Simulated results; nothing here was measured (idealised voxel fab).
process module | voxel ribs on slabs
cross-section cut | 155 nm wide | cells 5 nm
A cross-section is a grid of square cells, given in bands from the top down. A band is one or more rows of cells.
Each band's line starts with the height of the band's top and of its bottom, in nm. Then come its materials from left to right, each with its width in nm. One material with "throughout" fills the band from edge to edge. "air" is empty space.
Height 0 is the level under which the wafer as received is all one material. The lowest band goes on downwards, as in "0 down".
A width such as "30 to 40" changes by the same amount from each row of cells to the next, from the band's top row to its bottom row.
"no change" after a step means that no cell of the cross-section changed.
closed voids: empty space of 8 cells or more with no open way to the top, each as width x height at its distance from the left edge, in nm
after a step's settings: what the simulator itself notes on the step
overlay nm, on a step with a mask: how far to the right of its planned place the mask lay; to the left if negative
plan
1 op RECEIVE | material Si
2 op DIRECTIONAL_DEP | material SiO2 | thk nm 25
3 op DIRECTIONAL_DEP | material SiN | thk nm 20
4 op DIRECTIONAL_DEP | material aC | thk nm 10
5 op PATTERN | tone cover | mask id RIB | material resist | width nm 30 | thk nm 25 | overlay nm 0
6 op DIRECTIONAL_ETCH | etch materials aC | depth nm 10
7 op STRIP | etch materials resist
8 op DIRECTIONAL_ETCH | etch materials SiN | depth nm 5
9 op STRIP | etch materials aC
10 op MASKED_ETCH | tone cover | mask id SLAB | width nm 90 | etch materials SiN | depth nm 15 | overlay nm 0
11 op FILL_DEP | material SiO2 | thk nm 25
12 op CMP | height nm 60
13 op DIRECTIONAL_DEP | material W | thk nm 5
14 op DIRECTIONAL_DEP | material aC | thk nm 15
15 op PATTERN | tone cover | mask id HEATER | material resist | width nm 40 | thk nm 30 | overlay nm 0
16 op DIRECTIONAL_ETCH | etch materials aC | depth nm 15
17 op STRIP | etch materials resist
18 op DIRECTIONAL_ETCH | etch materials W | depth nm 5
19 op STRIP | etch materials aC
20 op CONFORMAL_DEP | material SiO2 | thk nm 10
first wafer, as planned
as received, after step 1
  0 down: Si throughout
  closed voids: none
after step 2
  25 to 0: SiO2 throughout
  below 0: unchanged
after step 3
  45 to 25: SiN throughout
  below 25: unchanged
after step 4
  55 to 45: aC throughout
  below 45: unchanged
after step 5
  80 to 55: air 60 | resist 30 | air 65
  below 55: unchanged
after step 6
  70 to 55: air 60 | resist 30 | air 65
  55 to 45: air 60 | aC 30 | air 65
  below 45: unchanged
after step 7
  55 to 45: air 60 | aC 30 | air 65
  below 45: unchanged
after step 8
  55 to 45: air 60 | aC 30 | air 65
  45 to 40: air 60 | SiN 30 | air 65
  below 40: unchanged
after step 9
  45 to 40: air 60 | SiN 30 | air 65
  below 40: unchanged
after step 10
  45 to 40: air 60 | SiN 30 | air 65
  40 to 25: air 30 | SiN 90 | air 35
  below 25: unchanged
after step 11
  70 to 45: SiO2 throughout
  45 to 40: SiO2 60 | SiN 30 | SiO2 65
  40 to 25: SiO2 30 | SiN 90 | SiO2 35
  below 25: unchanged
after step 12
  60 to 45: SiO2 throughout
  below 45: unchanged
after step 13
  65 to 60: W throughout
  below 60: unchanged
after step 14
  80 to 65: aC throughout
  below 65: unchanged
after step 15
  110 to 80: air 55 | resist 40 | air 60
  below 80: unchanged
after step 16
  95 to 80: air 55 | resist 40 | air 60
  80 to 65: air 55 | aC 40 | air 60
  below 65: unchanged
after step 17
  80 to 65: air 55 | aC 40 | air 60
  below 65: unchanged
after step 18
  80 to 65: air 55 | aC 40 | air 60
  65 to 60: air 55 | W 40 | air 60
  below 60: unchanged
after step 19
  65 to 60: air 55 | W 40 | air 60
  below 60: unchanged
after step 20
  75 to 70: air 45 | SiO2 60 | air 50
  70 to 65: SiO2 throughout
  65 to 60: SiO2 55 | W 40 | SiO2 60
  below 60: unchanged
second wafer: like start, like plan, one mistake. Through step 13 it matches the first wafer
when step 14 should have ended
  80 to 60: W throughout
  below 60: unchanged
when step 15 should have ended
  110 to 80: air 55 | resist 40 | air 60
  below 80: unchanged
when step 16 should have ended
  95 to 80: air 55 | resist 40 | air 60
  below 80: unchanged
when step 17 should have ended
  80 to 60: W throughout
  below 60: unchanged
when step 18 should have ended
  75 to 60: W throughout
  below 60: unchanged
when step 19 should have ended: no change
when step 20 should have ended
  85 to 75: SiO2 throughout
  below 75: unchanged
what went wrong: step 14 ran as: op DIRECTIONAL_DEP | material W | thk nm 15
at the end the second wafer has, in cells: 4 fewer of SiO2 | 85 more of W
